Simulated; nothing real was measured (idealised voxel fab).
Proc. module: voxel released beams
Cross-section cut spans 195 nm and uses square cells 5 nm in size.
Each cross-section below is a grid of square cells, stated as bands in top-down order, with one or more rows of cells making up each band.
Top, bottom (nm), then materials left to right with widths (nm); lone material tagged "everywhere" fills the whole band edge to edge; "blank" = empty space.
Measure heights from 0. That's the level where, below it, the as-received wafer is all one material. The lowest band is bottomless and extends downward; write it as in "0 nm and below".
The expression "30->40" gives the width at the extremes of the band, the first number at its top row of cells and the second at its bottom row, with the width changing by equal amounts from each row to the next in between.
The cross-section has no changed cell in any step marked "no modifications".
In "Catalogued sealed voids" the enclosed voids are listed, meaning empty spaces of 8 cells or larger without any opening to the top. The form is width x height at distance, distance from the left edge, units nm.
Post-settings text on a step line: simulator's own remark regarding the step.
"overlay nm", when on a step's line for a step with a mask, measures how far to the right of its planned place the mask lay; a negative measure means to the left.
Plan
| 1 | RECEIVE [material Si] |
| 2 | CONFORMAL_DEP [material Al2O3] [thk nm 10] |
| 3 | DIRECTIONAL_DEP [material SiO2] [thk nm 20] |
| 4 | MASKED_ETCH [tone open] [mask id ANCHOR] [width nm 35] [etch materials SiO2] [depth nm 20] [overlay nm 0] |
| 5 | CONFORMAL_DEP [material SiN] [thk nm 15] |
| 6 | PATTERN [tone cover] [mask id BEAM] [material resist] [width nm 100] [thk nm 15] [overlay nm 0] |
| 7 | DIRECTIONAL_ETCH [etch materials SiN] [depth nm 15] |
| 8 | STRIP [etch materials resist] |
| 9 | STRIP [etch materials SiO2] |
The following pertains to the first of two wafers, which was processed as planned
Wafer as received: cross-section following step 1
0 nm and below  Si everywhere
Catalogued sealed voids: none
Cross-sectional representation of the wafer at the conclusion of step 2
10 nm to 0 nm  Al2O3 everywhere
Below 0, no change.
Cross-sectional representation of the wafer at the conclusion of step 3
30 nm to 10 nm  SiO2 everywhere
Below 10, no change.
Cross-sectional representation of the wafer at the conclusion of step 4
30 nm to 10 nm  50 of SiO2; 35 of blank; 110 of SiO2
Below 10, no change.
Cross-sectional representation of the wafer at the conclusion of step 5
45 nm to 30 nm  65 of SiN; 5 of blank; 125 of SiN
30 nm to 25 nm  50 of SiO2; 15 of SiN; 5 of blank; 15 of SiN; 110 of SiO2
25 nm to 10 nm  50 of SiO2; 35 of SiN; 110 of SiO2
Below 10, no change.
Cross-sectional representation of the wafer at the conclusion of step 6
60 nm to 45 nm  45 of blank; 100 of resist; 50 of blank
45 nm to 30 nm  65 of SiN; 5 of resist; 125 of SiN
30 nm to 25 nm  50 of SiO2; 15 of SiN; 5 of resist; 15 of SiN; 110 of SiO2
Below 25, no change.
Cross-sectional representation of the wafer at the conclusion of step 7
60 nm to 45 nm  45 of blank; 100 of resist; 50 of blank
45 nm to 30 nm  45 of blank; 20 of SiN; 5 of resist; 75 of SiN; 50 of blank
Below 30, no change.
Cross-sectional representation of the wafer at the conclusion of step 8
45 nm to 30 nm  45 of blank; 20 of SiN; 5 of blank; 75 of SiN; 50 of blank
30 nm to 25 nm  50 of SiO2; 15 of SiN; 5 of blank; 15 of SiN; 110 of SiO2
Below 25, no change.
Cross-sectional representation of the wafer at the conclusion of step 9
45 nm to 30 nm  45 of blank; 20 of SiN; 5 of blank; 75 of SiN; 50 of blank
30 nm to 25 nm  50 of blank; 15 of SiN; 5 of blank; 15 of SiN; 110 of blank
25 nm to 10 nm  50 of blank; 35 of SiN; 110 of blank
Below 10, no change.
Second wafer, same starting state and plan as the first, one mistake in the run, identical through step 3
Second wafer: cross-section at the scheduled end of step 4
30 nm to 10 nm  50 of blank; 35 of SiO2; 110 of blank
Below 10, no change.
Second wafer: cross-section at the scheduled end of step 5
45 nm to 30 nm  35 of blank; 65 of SiN; 95 of blank
30 nm to 25 nm  35 of blank; 15 of SiN; 35 of SiO2; 15 of SiN; 95 of blank
25 nm to 10 nm  50 of SiN; 35 of SiO2; 110 of SiN
Below 10, no change.
Second wafer: cross-section at the scheduled end of step 6
60 nm to 45 nm  45 of blank; 100 of resist; 50 of blank
45 nm to 30 nm  35 of blank; 65 of SiN; 45 of resist; 50 of blank
30 nm to 25 nm  35 of blank; 15 of SiN; 35 of SiO2; 15 of SiN; 45 of resist; 50 of blank
Below 25, no change.
Second wafer: cross-section at the scheduled end of step 7
60 nm to 45 nm  45 of blank; 100 of resist; 50 of blank
45 nm to 30 nm  45 of blank; 55 of SiN; 45 of resist; 50 of blank
30 nm to 25 nm  35 of blank; 15 of SiN; 35 of SiO2; 15 of SiN; 45 of resist; 50 of blank
25 nm to 10 nm  35 of blank; 15 of SiN; 35 of SiO2; 60 of SiN; 50 of blank
Below 10, no change.
Second wafer: cross-section at the scheduled end of step 8
45 nm to 30 nm  45 of blank; 55 of SiN; 95 of blank
30 nm to 25 nm  35 of blank; 15 of SiN; 35 of SiO2; 15 of SiN; 95 of blank
Below 25, no change.
Second wafer: cross-section at the scheduled end of step 9: no modifications
Nonconformance to the process plan: not per plan at step 4, really ran MASKED_ETCH [tone cover] [mask id ANCHOR] [width nm 35] [etch materials SiO2] [depth nm 20] [overlay nm 0]
Heads up, by the end the second wafer has more or fewer cells of some materials compared to the first: 28 more of SiO2
